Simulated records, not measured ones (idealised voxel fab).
Module name: voxel self aligned vias (process module)
Shown is cross-section cut, with a width of 220 nm and square cells of size 5 nm.
When this document writes out a cross-section, it uses a grid of square cells and lists it as bands, beginning at the top and moving down, with a band standing for one or more rows of cells. Top height, bottom height, nm. Materials left to right, width each, nm. Single material + "everywhere" = fills band edge to edge. "blank" = empty. Ref level 0: as-received wafer is one material below here. Bottom band extends down with no lower bound ("top 0, no bottom"). Width spec "30->40" -> top row of cells at first value, bottom row at second value, equal per-row change in between. Any step labelled "no alteration" changed none of the cells in the cross-section. Any empty space of 8 cells or more lacking an open way to the top shows up in "Non-vented voids" as width x height at distance, distance from the left edge, in nm. Note: text after step settings on the step line = simulator remark on that step. The line of a step may include "overlay nm". On a step with a mask, this value is how far to the right of its planned place the mask lay. A negative value means the mask lay to the left.
### The steps planned for the process are as follows
1. RECEIVE | material Si
2. CONFORMAL_DEP | material SiO2 | thk nm 10
3. CONFORMAL_DEP | material SiCN | thk nm 5
4. DIRECTIONAL_DEP | material lowk | thk nm 25
5. PATTERN | tone open | mask id LINES | material resist | width nm 20 | pitch nm 55 | thk nm 15 | overlay nm 0
6. DIRECTIONAL_ETCH | etch materials lowk | depth nm 25
7. STRIP | etch materials resist
8. CONFORMAL_DEP | material TiN | thk nm 5
9. FILL_DEP | material Ru | thk nm 5
10. CMP | height nm 40
11. SELECTIVE_ETCH | etch materials W Ru TiN | depth nm 10
12. FILL_DEP | material SiN | thk nm 10
13. CMP | height nm 40
14. DIRECTIONAL_DEP | material lowk | thk nm 20
15. MASKED_ETCH | tone open | mask id VIAS | width nm 40 | etch materials lowk | depth nm 20 | overlay nm 0
16. MASKED_ETCH | tone open | mask id VIAS | width nm 40 | etch materials SiN | depth nm 10 | overlay nm 0
17. CONFORMAL_DEP | material TiN | thk nm 5
18. FILL_DEP | material W | thk nm 10
19. CMP | height nm 60
20. CONFORMAL_DEP | material SiCN | thk nm 5
### Cross-section of the incoming wafer, state after step 1
  top 0, no bottom: Si everywhere
  Non-vented voids: none
### End-of-module XS, first of two wafers, run as planned
  top 65, bottom 60: SiCN everywhere
  top 60, bottom 45: lowk=60, then TiN=5, then W=30, then TiN=5, then lowk=120
  top 45, bottom 40: lowk=60, then TiN=15, then W=10, then TiN=15, then lowk=120
  top 40, bottom 35: lowk=70, then TiN=5, then W=10, then TiN=5, then lowk=35, then SiN=20, then lowk=75
  top 35, bottom 30: lowk=70, then TiN=20, then lowk=35, then SiN=20, then lowk=75
  top 30, bottom 20: lowk=70, then TiN=5, then Ru=10, then TiN=5, then lowk=35, then TiN=5, then Ru=10, then TiN=5, then lowk=75
  top 20, bottom 15: lowk=70, then TiN=20, then lowk=35, then TiN=20, then lowk=75
  top 15, bottom 10: SiCN everywhere
  top 10, bottom 0: SiO2 everywhere
  top 0, no bottom: Si everywhere
  Non-vented voids: none
### Second wafer through the module, sectioned at the end: same beginning and same plan as the first wafer, with one mistake in carrying it out
  top 65, bottom 60: SiCN everywhere
  top 60, bottom 45: lowk=60, then TiN=5, then W=30, then TiN=5, then lowk=120
  top 45, bottom 40: lowk=60, then TiN=10, then W=20, then TiN=10, then lowk=120
  top 40, bottom 35: lowk=65, then TiN=5, then W=20, then TiN=5, then lowk=25, then SiN=30, then lowk=70
  top 35, bottom 30: lowk=65, then TiN=30, then lowk=25, then SiN=30, then lowk=70
  top 30, bottom 20: lowk=65, then TiN=5, then Ru=20, then TiN=5, then lowk=25, then TiN=5, then Ru=20, then TiN=5, then lowk=70
  top 20, bottom 15: lowk=65, then TiN=30, then lowk=25, then TiN=30, then lowk=70
  top 15, bottom 10: SiCN everywhere
  top 10, bottom 0: SiO2 everywhere
  top 0, no bottom: Si everywhere
  Non-vented voids: none
Deviation noted in wafer processing: off-plan run, step 5, actual operation and settings PATTERN | tone open | mask id LINES | material resist | width nm 30 | pitch nm 55 | thk nm 15 | overlay nm 0
The second wafer ends with more or fewer cells of some materials than the first, per final count: Ru +8; SiN +4; TiN +4; W +4; lowk -20
